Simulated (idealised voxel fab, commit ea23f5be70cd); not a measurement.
process module | voxel tone inversion
cross-section cut | 230 nm wide | cells 5 nm
A cross-section is a grid of square cells, given in bands from the top down. A band is one or more rows of cells.
Each band's line starts with the height of the band's top and of its bottom, in nm. Then come its materials from left to right, each with its width in nm. One material with "throughout" fills the band from edge to edge. "air" is empty space.
Height 0 is the level under which the wafer as received is all one material. The lowest band goes on downwards, as in "0 down".
A width such as "30 to 40" changes by the same amount from each row of cells to the next, from the band's top row to its bottom row.
"no change" after a step means that no cell of the cross-section changed.
closed voids: empty space of 8 cells or more with no open way to the top, each as width x height at its distance from the left edge, in nm
after a step's settings: what the simulator itself notes on the step
overlay nm, on a step with a mask: how far to the right of its planned place the mask lay; to the left if negative
plan
1 op RECEIVE | material Si
2 op CONFORMAL_DEP | material SiCN | thk nm 10
3 op DIRECTIONAL_DEP | material aC | thk nm 25
4 op PATTERN | tone cover | mask id POSTS | material resist | width nm 20 | pitch nm 35 | thk nm 30 | overlay nm 0
5 op DIRECTIONAL_ETCH | etch materials aC | depth nm 25
6 op STRIP | etch materials resist
7 op FILL_DEP | material SiO2 | thk nm 10
8 op CMP | height nm 35
9 op STRIP | etch materials aC
first wafer, as planned
as received, after step 1
  0 down: Si throughout
  closed voids: none
after step 2
  10 to 0: SiCN throughout
  below 0: unchanged
after step 3
  35 to 10: aC throughout
  below 10: unchanged
after step 4
  65 to 35: air 70 | resist 20 | air 15 | resist 20 | air 15 | resist 20 | air 70
  below 35: unchanged
after step 5
  40 to 35: air 70 | resist 20 | air 15 | resist 20 | air 15 | resist 20 | air 70
  35 to 10: air 70 | aC 20 | air 15 | aC 20 | air 15 | aC 20 | air 70
  below 10: unchanged
after step 6
  35 to 10: air 70 | aC 20 | air 15 | aC 20 | air 15 | aC 20 | air 70
  below 10: unchanged
after step 7
  45 to 35: SiO2 throughout
  35 to 10: SiO2 70 | aC 20 | SiO2 15 | aC 20 | SiO2 15 | aC 20 | SiO2 70
  below 10: unchanged
after step 8
  35 to 10: SiO2 70 | aC 20 | SiO2 15 | aC 20 | SiO2 15 | aC 20 | SiO2 70
  below 10: unchanged
after step 9
  35 to 10: SiO2 70 | air 20 | SiO2 15 | air 20 | SiO2 15 | air 20 | SiO2 70
  below 10: unchanged
second wafer: like start, like plan, one mistake. Through step 8 it matches the first wafer
when step 9 should have ended
  35 to 10: air 70 | aC 20 | air 15 | aC 20 | air 15 | aC 20 | air 70
  below 10: unchanged
what went wrong: step 9 ran as: op STRIP | etch materials SiO2
at the end the second wafer has, in cells: 170 fewer of SiO2 | 60 more of aC
